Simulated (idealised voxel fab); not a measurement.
process module | voxel released beams
cross-section cut | 200 nm wide | cells 5 nm
A cross-section is a grid of square cells, given in bands from the top down. A band is one or more rows of cells.
Each band's line starts with the height of the band's top and of its bottom, in nm. Then come its materials from left to right, each with its width in nm. One material with "throughout" fills the band from edge to edge. "air" is empty space.
Height 0 is the level under which the wafer as received is all one material. The lowest band goes on downwards, as in "0 down".
A width such as "30 to 40" changes by the same amount from each row of cells to the next, from the band's top row to its bottom row.
"no change" after a step means that no cell of the cross-section changed.
closed voids: empty space of 8 cells or more with no open way to the top, each as width x height at its distance from the left edge, in nm
after a step's settings: what the simulator itself notes on the step
overlay nm, on a step with a mask: how far to the right of its planned place the mask lay; to the left if negative
plan
1 op RECEIVE | material Si
2 op CONFORMAL_DEP | material Al2O3 | thk nm 5
3 op DIRECTIONAL_DEP | material SiO2 | thk nm 15
4 op DIRECTIONAL_DEP | material aC | thk nm 10
5 op PATTERN | tone open | mask id ANCHOR | material resist | width nm 25 | thk nm 30 | overlay nm 0
6 op DIRECTIONAL_ETCH | etch materials aC | depth nm 10
7 op STRIP | etch materials resist
8 op DIRECTIONAL_ETCH | etch materials SiO2 | depth nm 15
9 op STRIP | etch materials aC
10 op CONFORMAL_DEP | material W | thk nm 10
11 op PATTERN | tone cover | mask id BEAM | material resist | width nm 70 | thk nm 15 | overlay nm 0
12 op DIRECTIONAL_ETCH | etch materials W | depth nm 10
13 op STRIP | etch materials resist
14 op STRIP | etch materials SiO2
as received, after step 1
  0 down: Si throughout
  closed voids: none
a wafer at the end: this start, this plan, one mistake
  30 to 20: air 60 | W 20 | air 5 | W 45 | air 70
  20 to 15: air 70 | W 10 | air 5 | W 10 | air 105
  15 to 5: air 70 | W 25 | air 105
  5 to 0: Al2O3 throughout
  0 down: Si throughout
  closed voids: none
what went wrong: step 5 ran as: op PATTERN | tone open | mask id ANCHOR | material resist | width nm 25 | thk nm 30 | overlay nm 5
